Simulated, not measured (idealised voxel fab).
process module | voxel wiring stack
cross-section cut | 240 nm wide | cells 5 nm
A cross-section is a grid of square cells, given in bands from the top down. A band is one or more rows of cells.
Each band's line starts with the height of the band's top and of its bottom, in nm. Then come its materials from left to right, each with its width in nm. One material with "throughout" fills the band from edge to edge. "air" is empty space.
Height 0 is the level under which the wafer as received is all one material. The lowest band goes on downwards, as in "0 down".
A width such as "30 to 40" changes by the same amount from each row of cells to the next, from the band's top row to its bottom row.
"no change" after a step means that no cell of the cross-section changed.
closed voids: empty space of 8 cells or more with no open way to the top, each as width x height at its distance from the left edge, in nm
after a step's settings: what the simulator itself notes on the step
overlay nm, on a step with a mask: how far to the right of its planned place the mask lay; to the left if negative
plan
1 op RECEIVE | material Si
2 op CONFORMAL_DEP | material SiO2 | thk nm 15
3 op DIRECTIONAL_DEP | material TiN | thk nm 5
4 op DIRECTIONAL_DEP | material Ru | thk nm 20
5 op MASKED_ETCH | tone cover | mask id METAL_1 | width nm 25 | pitch nm 40 | etch materials Ru | depth nm 20 | overlay nm 0
6 op MASKED_ETCH | tone cover | mask id METAL_1 | width nm 25 | pitch nm 40 | etch materials TiN | depth nm 5 | overlay nm 0
7 op FILL_DEP | material SiO2 | thk nm 5
8 op CMP | height nm 40
9 op CONFORMAL_DEP | material SiCN | thk nm 5
10 op DIRECTIONAL_DEP | material lowk | thk nm 15
11 op MASKED_ETCH | tone open | mask id PLUG_1 | width nm 15 | pitch nm 40 | etch materials lowk | depth nm 15 | overlay nm 0
12 op MASKED_ETCH | tone open | mask id PLUG_1 | width nm 15 | pitch nm 40 | etch materials SiCN | depth nm 5 | overlay nm 0
13 op EPI | material Ru | thk nm 10
14 op EPI | material Ru | thk nm 10
15 op CONFORMAL_DEP | material SiN | thk nm 5
16 op DIRECTIONAL_DEP | material SiO2 | thk nm 15
17 op DIRECTIONAL_DEP | material aC | thk nm 15
18 op PATTERN | tone open | mask id METAL_2 | material resist | width nm 25 | pitch nm 40 | thk nm 30 | overlay nm 0
19 op DIRECTIONAL_ETCH | etch materials aC | depth nm 15
20 op STRIP | etch materials resist
21 op DIRECTIONAL_ETCH | etch materials SiO2 | depth nm 15
22 op DIRECTIONAL_ETCH | etch materials SiN | depth nm 5
23 op STRIP | etch materials aC
24 op CONFORMAL_DEP | material TiN | thk nm 5
25 op FILL_DEP | material Cu | thk nm 5
26 op CMP | height nm 80
27 op CONFORMAL_DEP | material SiCN | thk nm 5
28 op DIRECTIONAL_DEP | material SiO2 | thk nm 25
29 op MASKED_ETCH | tone open | mask id METAL_3_HOLES | width nm 15 | etch materials SiO2 | depth nm 25 | overlay nm 0
30 op DIRECTIONAL_DEP | material aC | thk nm 15
31 op PATTERN | tone open | mask id METAL_3 | material resist | width nm 25 | pitch nm 40 | thk nm 30 | overlay nm 0
32 op DIRECTIONAL_ETCH | etch materials aC | depth nm 15
33 op STRIP | etch materials resist
34 op DIRECTIONAL_ETCH | etch materials SiO2 | depth nm 15
35 op DIRECTIONAL_ETCH | etch materials SiCN | depth nm 5
36 op STRIP | etch materials aC
37 op CONFORMAL_DEP | material TiN | thk nm 5
38 op FILL_DEP | material Ru | thk nm 10
39 op CMP | height nm 110
40 op CONFORMAL_DEP | material SiCN | thk nm 5
41 op DIRECTIONAL_DEP | material SiO2 | thk nm 30
42 op PATTERN | tone open | mask id METAL_4 | material resist | width nm 25 | pitch nm 40 | thk nm 20 | overlay nm 0
43 op DIRECTIONAL_ETCH | etch materials SiO2 | depth nm 20
44 op STRIP | etch materials resist
45 op MASKED_ETCH | tone open | mask id METAL_4_HOLES | width nm 15 | pitch nm 40 | etch materials SiO2 | depth nm 10 | overlay nm 0
46 op MASKED_ETCH | tone open | mask id METAL_4_HOLES | width nm 15 | pitch nm 40 | etch materials SiCN | depth nm 5 | overlay nm 0
47 op CONFORMAL_DEP | material TiN | thk nm 5
48 op FILL_DEP | material Cu | thk nm 5
49 op CMP | height nm 145
50 op CONFORMAL_DEP | material SiN | thk nm 5
as received, after step 1
  0 down: Si throughout
  closed voids: none
first wafer at the end, as planned
  150 to 145: SiN throughout
  145 to 130: SiO2 85 | TiN 5 | Cu 15 | TiN 5 | SiO2 15 | TiN 5 | Cu 15 | TiN 5 | SiO2 90
  130 to 125: SiO2 85 | TiN 5 | Cu 5 | TiN 15 | SiO2 15 | TiN 5 | Cu 5 | TiN 15 | SiO2 90
  125 to 115: SiO2 85 | TiN 5 | Cu 5 | TiN 5 | SiO2 25 | TiN 5 | Cu 5 | TiN 5 | SiO2 100
  115 to 110: SiCN 85 | TiN 15 | SiCN 25 | TiN 15 | SiCN 100
  110 to 100: SiO2 85 | TiN 5 | Ru 15 | TiN 5 | SiO2 15 | TiN 5 | Ru 15 | TiN 5 | SiO2 90
  100 to 95: SiO2 85 | TiN 5 | Ru 5 | TiN 15 | SiO2 15 | TiN 25 | SiO2 90
  95 to 85: SiO2 85 | TiN 5 | Ru 5 | TiN 5 | SiO2 140
  85 to 80: SiCN 85 | TiN 15 | SiCN 140
  80 to 65: SiO2 85 | TiN 5 | Cu 15 | TiN 5 | SiO2 15 | TiN 5 | Cu 15 | TiN 5 | SiO2 90
  65 to 60: SiN 85 | TiN 25 | SiN 15 | TiN 25 | SiN 90
  60 to 45: lowk 85 | Ru 15 | lowk 25 | Ru 15 | lowk 100
  45 to 40: SiCN 85 | Ru 15 | SiCN 25 | Ru 15 | SiCN 100
  40 to 20: SiO2 85 | Ru 25 | SiO2 15 | Ru 25 | SiO2 90
  20 to 15: SiO2 85 | TiN 25 | SiO2 15 | TiN 25 | SiO2 90
  15 to 0: SiO2 throughout
  0 down: Si throughout
  closed voids: none
second wafer at the end: like start, like plan, one mistake
  150 to 145: SiN throughout
  145 to 130: SiO2 85 | TiN 5 | Cu 15 | TiN 5 | SiO2 15 | TiN 5 | Cu 15 | TiN 5 | SiO2 90
  130 to 125: SiO2 85 | TiN 5 | Cu 5 | TiN 15 | SiO2 15 | TiN 5 | Cu 5 | TiN 15 | SiO2 90
  125 to 115: SiO2 85 | TiN 5 | Cu 5 | TiN 5 | SiO2 25 | TiN 5 | Cu 5 | TiN 5 | SiO2 100
  115 to 110: SiCN 85 | TiN 15 | SiCN 25 | TiN 15 | SiCN 100
  110 to 100: SiO2 85 | TiN 5 | Ru 15 | TiN 5 | SiO2 15 | TiN 5 | Ru 15 | TiN 5 | SiO2 90
  100 to 95: SiO2 85 | TiN 5 | Ru 5 | TiN 15 | SiO2 15 | TiN 25 | SiO2 90
  95 to 85: SiO2 85 | TiN 5 | Ru 5 | TiN 5 | SiO2 140
  85 to 80: SiCN 85 | TiN 15 | SiCN 140
  80 to 70: Cu 60 | TiN 5 | SiO2 20 | TiN 5 | Cu 15 | TiN 5 | SiO2 15 | TiN 5 | Cu 15 | TiN 5 | SiO2 10 | TiN 5 | Cu 75
  70 to 65: TiN 65 | SiO2 20 | TiN 5 | Cu 15 | TiN 5 | SiO2 15 | TiN 5 | Cu 15 | TiN 5 | SiO2 10 | TiN 80
  65 to 60: SiO2 65 | SiN 20 | TiN 25 | SiN 15 | TiN 25 | SiN 10 | SiO2 80
  60 to 50: SiO2 65 | SiN 5 | Ru 85 | SiN 5 | SiO2 80
  50 to 45: SiN 70 | Ru 85 | SiN 85
  45 to 40: SiCN 85 | Ru 15 | SiCN 25 | Ru 15 | SiCN 100
  40 to 20: SiO2 85 | Ru 25 | SiO2 15 | Ru 25 | SiO2 90
  20 to 15: SiO2 85 | TiN 25 | SiO2 15 | TiN 25 | SiO2 90
  15 to 0: SiO2 throughout
  0 down: Si throughout
  closed voids: none
what went wrong: step 10 was left out
at the end the second wafer has, in cells: 54 more of Cu | 33 more of Ru | 6 more of SiN | 33 more of TiN | 126 fewer of lowk
